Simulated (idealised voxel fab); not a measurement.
process module | voxel ribs on slabs
cross-section cut | 190 nm wide | cells 5 nm
A cross-section is a grid of square cells, given in bands from the top down. A band is one or more rows of cells.
Each band's line starts with the height of the band's top and of its bottom, in nm. Then come its materials from left to right, each with its width in nm. One material with "throughout" fills the band from edge to edge. "air" is empty space.
Height 0 is the level under which the wafer as received is all one material. The lowest band goes on downwards, as in "0 down".
A width such as "30 to 40" changes by the same amount from each row of cells to the next, from the band's top row to its bottom row.
"no change" after a step means that no cell of the cross-section changed.
closed voids: empty space of 8 cells or more with no open way to the top, each as width x height at its distance from the left edge, in nm
after a step's settings: what the simulator itself notes on the step
overlay nm, on a step with a mask: how far to the right of its planned place the mask lay; to the left if negative
plan
1 op RECEIVE | material Si
2 op DIRECTIONAL_DEP | material SiO2 | thk nm 20
3 op DIRECTIONAL_DEP | material polySi | thk nm 15
4 op MASKED_ETCH | tone cover | mask id RIB | width nm 30 | etch materials polySi | depth nm 5 | overlay nm 0
5 op DIRECTIONAL_DEP | material aC | thk nm 15
6 op PATTERN | tone cover | mask id SLAB | material resist | width nm 70 | thk nm 30 | overlay nm -15
7 op DIRECTIONAL_ETCH | etch materials aC | depth nm 15
8 op STRIP | etch materials resist
9 op DIRECTIONAL_ETCH | etch materials polySi | depth nm 10
10 op STRIP | etch materials aC
11 op FILL_DEP | material SiO2 | thk nm 30
12 op CMP | height nm 55
13 op DIRECTIONAL_DEP | material W | thk nm 10
14 op PATTERN | tone cover | mask id HEATER | material resist | width nm 40 | thk nm 20 | overlay nm 0
15 op DIRECTIONAL_ETCH | etch materials W | depth nm 10
16 op STRIP | etch materials resist
17 op CONFORMAL_DEP | material SiN | thk nm 5
varied across the wafers: overlay nm of step 6. The plan shows the first wafer's value. All wafers start alike
first wafer as received, after step 1
  0 down: Si throughout
  closed voids: none
first wafer at the end, after step 17
  70 to 65: air 70 | SiN 50 | air 70
  65 to 60: air 70 | SiN 5 | W 40 | SiN 5 | air 70
  60 to 55: SiN 75 | W 40 | SiN 75
  55 to 35: SiO2 throughout
  35 to 30: SiO2 80 | polySi 30 | SiO2 80
  30 to 20: SiO2 45 | polySi 70 | SiO2 75
  20 to 0: SiO2 throughout
  0 down: Si throughout
  closed voids: none
last wafer at the end
  70 to 65: air 70 | SiN 50 | air 70
  65 to 60: air 70 | SiN 5 | W 40 | SiN 5 | air 70
  60 to 55: SiN 75 | W 40 | SiN 75
  55 to 35: SiO2 throughout
  35 to 30: SiO2 80 | polySi 30 | SiO2 80
  30 to 20: SiO2 75 | polySi 70 | SiO2 45
  20 to 0: SiO2 throughout
  0 down: Si throughout
  closed voids: none
each wafer at the end: cells of each material gained (+) or lost (-) since it was received, then its closed voids
overlay nm -15 | +42 SiN | +384 SiO2 | +16 W | +34 polySi | closed voids: none
overlay nm -10 | +42 SiN | +384 SiO2 | +16 W | +34 polySi | closed voids: none
overlay nm -5 | +42 SiN | +384 SiO2 | +16 W | +34 polySi | closed voids: none
overlay nm 0 | +42 SiN | +384 SiO2 | +16 W | +34 polySi | closed voids: none
overlay nm 5 | +42 SiN | +384 SiO2 | +16 W | +34 polySi | closed voids: none
overlay nm 10 | +42 SiN | +384 SiO2 | +16 W | +34 polySi | closed voids: none
overlay nm 15 | +42 SiN | +384 SiO2 | +16 W | +34 polySi | closed voids: none
